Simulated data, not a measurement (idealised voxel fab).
process module | voxel self aligned contacts
cross-section cut | 190 nm wide | cells 5 nm
A cross-section is a grid of square cells, given in bands from the top down. A band is one or more rows of cells.
Each band's line starts with the height of the band's top and of its bottom, in nm. Then come its materials from left to right, each with its width in nm. One material with "throughout" fills the band from edge to edge. "air" is empty space.
Height 0 is the level under which the wafer as received is all one material. The lowest band goes on downwards, as in "0 down".
A width such as "30 to 40" changes by the same amount from each row of cells to the next, from the band's top row to its bottom row.
"no change" after a step means that no cell of the cross-section changed.
closed voids: empty space of 8 cells or more with no open way to the top, each as width x height at its distance from the left edge, in nm
after a step's settings: what the simulator itself notes on the step
overlay nm, on a step with a mask: how far to the right of its planned place the mask lay; to the left if negative
plan
1 op RECEIVE | material Si
2 op OXIDIZE | depth nm 5
3 op DIRECTIONAL_DEP | material polySi | thk nm 25
4 op DIRECTIONAL_DEP | material SiN | thk nm 25
5 op PATTERN | tone cover | mask id GATE | material resist | width nm 35 | pitch nm 80 | thk nm 20 | overlay nm 0
6 op DIRECTIONAL_ETCH | etch materials SiN | depth nm 25
7 op DIRECTIONAL_ETCH | etch materials polySi | depth nm 25
8 op STRIP | etch materials resist
9 op CONFORMAL_DEP | material SiN | thk nm 10
10 op DIRECTIONAL_ETCH | etch materials SiN | depth nm 10
11 op FILL_DEP | material SiO2 | thk nm 10
12 op CMP | height nm 55
13 op DIRECTIONAL_DEP | material aC | thk nm 15
14 op PATTERN | tone open | mask id CONTACT | material resist | width nm 55 | thk nm 35 | overlay nm 0
15 op DIRECTIONAL_ETCH | etch materials aC | depth nm 15
16 op STRIP | etch materials resist
17 op DIRECTIONAL_ETCH | etch materials SiO2 | depth nm 60
18 op STRIP | etch materials aC
19 op CONFORMAL_DEP | material TiN | thk nm 5
20 op FILL_DEP | material Ru | thk nm 5
21 op CMP | height nm 55
22 op CONFORMAL_DEP | material SiN | thk nm 5
first wafer, as planned
as received, after step 1
  0 down: Si throughout
  closed voids: none
after step 2
  0 to -5: SiO2 throughout
  below -5: unchanged
after step 3
  25 to 0: polySi throughout
  below 0: unchanged
after step 4
  50 to 25: SiN throughout
  below 25: unchanged
after step 5
  70 to 50: air 35 | resist 35 | air 45 | resist 35 | air 40
  below 50: unchanged
after step 6
  70 to 50: air 35 | resist 35 | air 45 | resist 35 | air 40
  50 to 25: air 35 | SiN 35 | air 45 | SiN 35 | air 40
  below 25: unchanged
after step 7
  70 to 50: air 35 | resist 35 | air 45 | resist 35 | air 40
  50 to 25: air 35 | SiN 35 | air 45 | SiN 35 | air 40
  25 to 0: air 35 | polySi 35 | air 45 | polySi 35 | air 40
  below 0: unchanged
after step 8
  50 to 25: air 35 | SiN 35 | air 45 | SiN 35 | air 40
  below 25: unchanged
after step 9
  60 to 25: air 25 | SiN 55 | air 25 | SiN 55 | air 30
  25 to 10: air 25 | SiN 10 | polySi 35 | SiN 10 | air 25 | SiN 10 | polySi 35 | SiN 10 | air 30
  10 to 0: SiN 35 | polySi 35 | SiN 45 | polySi 35 | SiN 40
  below 0: unchanged
after step 10
  50 to 25: air 25 | SiN 55 | air 25 | SiN 55 | air 30
  25 to 0: air 25 | SiN 10 | polySi 35 | SiN 10 | air 25 | SiN 10 | polySi 35 | SiN 10 | air 30
  below 0: unchanged
after step 11
  60 to 50: SiO2 throughout
  50 to 25: SiO2 25 | SiN 55 | SiO2 25 | SiN 55 | SiO2 30
  25 to 0: SiO2 25 | SiN 10 | polySi 35 | SiN 10 | SiO2 25 | SiN 10 | polySi 35 | SiN 10 | SiO2 30
  below 0: unchanged
after step 12
  55 to 50: SiO2 throughout
  below 50: unchanged
after step 13
  70 to 55: aC throughout
  below 55: unchanged
after step 14
  105 to 70: resist 65 | air 55 | resist 70
  below 70: unchanged
after step 15
  90 to 70: resist 65 | air 55 | resist 70
  70 to 55: aC 65 | air 55 | aC 70
  below 55: unchanged
after step 16
  70 to 55: aC 65 | air 55 | aC 70
  below 55: unchanged
after step 17
  70 to 55: aC 65 | air 55 | aC 70
  55 to 50: SiO2 65 | air 55 | SiO2 70
  50 to 25: SiO2 25 | SiN 55 | air 25 | SiN 55 | SiO2 30
  25 to 0: SiO2 25 | SiN 10 | polySi 35 | SiN 10 | air 25 | SiN 10 | polySi 35 | SiN 10 | SiO2 30
  0 to -5: SiO2 80 | air 25 | SiO2 85
  below -5: unchanged
after step 18
  55 to 50: SiO2 65 | air 55 | SiO2 70
  below 50: unchanged
after step 19
  60 to 55: TiN 70 | air 45 | TiN 75
  55 to 50: SiO2 65 | TiN 20 | air 15 | TiN 20 | SiO2 70
  50 to 25: SiO2 25 | SiN 55 | TiN 5 | air 15 | TiN 5 | SiN 55 | SiO2 30
  25 to 0: SiO2 25 | SiN 10 | polySi 35 | SiN 10 | TiN 5 | air 15 | TiN 5 | SiN 10 | polySi 35 | SiN 10 | SiO2 30
  0 to -5: SiO2 80 | TiN 25 | SiO2 85
  below -5: unchanged
after step 20
  65 to 60: Ru throughout
  60 to 55: TiN 70 | Ru 45 | TiN 75
  55 to 50: SiO2 65 | TiN 20 | Ru 15 | TiN 20 | SiO2 70
  50 to 25: SiO2 25 | SiN 55 | TiN 5 | Ru 15 | TiN 5 | SiN 55 | SiO2 30
  25 to 0: SiO2 25 | SiN 10 | polySi 35 | SiN 10 | TiN 5 | Ru 15 | TiN 5 | SiN 10 | polySi 35 | SiN 10 | SiO2 30
  below 0: unchanged
after step 21
  55 to 50: SiO2 65 | TiN 20 | Ru 15 | TiN 20 | SiO2 70
  below 50: unchanged
after step 22
  60 to 55: SiN throughout
  below 55: unchanged
second wafer: like start, like plan, one mistake. Through step 8 it matches the first wafer
when step 9 should have ended
  40 to 25: air 35 | SiN 35 | air 45 | SiN 35 | air 40
  below 25: unchanged
when step 10 should have ended
  50 to 25: air 25 | SiN 55 | air 25 | SiN 55 | air 30
  25 to 10: air 25 | SiN 10 | polySi 35 | SiN 10 | air 25 | SiN 10 | polySi 35 | SiN 10 | air 30
  10 to 0: SiN 35 | polySi 35 | SiN 45 | polySi 35 | SiN 40
  below 0: unchanged
when step 11 should have ended
  60 to 50: SiO2 throughout
  50 to 25: SiO2 25 | SiN 55 | SiO2 25 | SiN 55 | SiO2 30
  25 to 10: SiO2 25 | SiN 10 | polySi 35 | SiN 10 | SiO2 25 | SiN 10 | polySi 35 | SiN 10 | SiO2 30
  below 10: unchanged
when step 12 should have ended
  55 to 50: SiO2 throughout
  below 50: unchanged
when step 13 should have ended
  70 to 55: aC throughout
  below 55: unchanged
when step 14 should have ended
  105 to 70: resist 65 | air 55 | resist 70
  below 70: unchanged
when step 15 should have ended
  90 to 70: resist 65 | air 55 | resist 70
  70 to 55: aC 65 | air 55 | aC 70
  below 55: unchanged
when step 16 should have ended
  70 to 55: aC 65 | air 55 | aC 70
  below 55: unchanged
when step 17 should have ended
  70 to 55: aC 65 | air 55 | aC 70
  55 to 50: SiO2 65 | air 55 | SiO2 70
  50 to 25: SiO2 25 | SiN 55 | air 25 | SiN 55 | SiO2 30
  25 to 10: SiO2 25 | SiN 10 | polySi 35 | SiN 10 | air 25 | SiN 10 | polySi 35 | SiN 10 | SiO2 30
  below 10: unchanged
when step 18 should have ended
  55 to 50: SiO2 65 | air 55 | SiO2 70
  below 50: unchanged
when step 19 should have ended
  60 to 55: TiN 70 | air 45 | TiN 75
  55 to 50: SiO2 65 | TiN 20 | air 15 | TiN 20 | SiO2 70
  50 to 25: SiO2 25 | SiN 55 | TiN 5 | air 15 | TiN 5 | SiN 55 | SiO2 30
  25 to 15: SiO2 25 | SiN 10 | polySi 35 | SiN 10 | TiN 5 | air 15 | TiN 5 | SiN 10 | polySi 35 | SiN 10 | SiO2 30
  15 to 10: SiO2 25 | SiN 10 | polySi 35 | SiN 10 | TiN 25 | SiN 10 | polySi 35 | SiN 10 | SiO2 30
  below 10: unchanged
when step 20 should have ended
  65 to 60: Ru throughout
  60 to 55: TiN 70 | Ru 45 | TiN 75
  55 to 50: SiO2 65 | TiN 20 | Ru 15 | TiN 20 | SiO2 70
  50 to 25: SiO2 25 | SiN 55 | TiN 5 | Ru 15 | TiN 5 | SiN 55 | SiO2 30
  25 to 15: SiO2 25 | SiN 10 | polySi 35 | SiN 10 | TiN 5 | Ru 15 | TiN 5 | SiN 10 | polySi 35 | SiN 10 | SiO2 30
  below 15: unchanged
when step 21 should have ended
  55 to 50: SiO2 65 | TiN 20 | Ru 15 | TiN 20 | SiO2 70
  below 50: unchanged
when step 22 should have ended
  60 to 55: SiN throughout
  below 55: unchanged
what went wrong: steps 9 and 10 were swapped
at the end the second wafer has, in cells: 9 fewer of Ru | 32 more of SiN | 17 fewer of SiO2 | 6 fewer of TiN
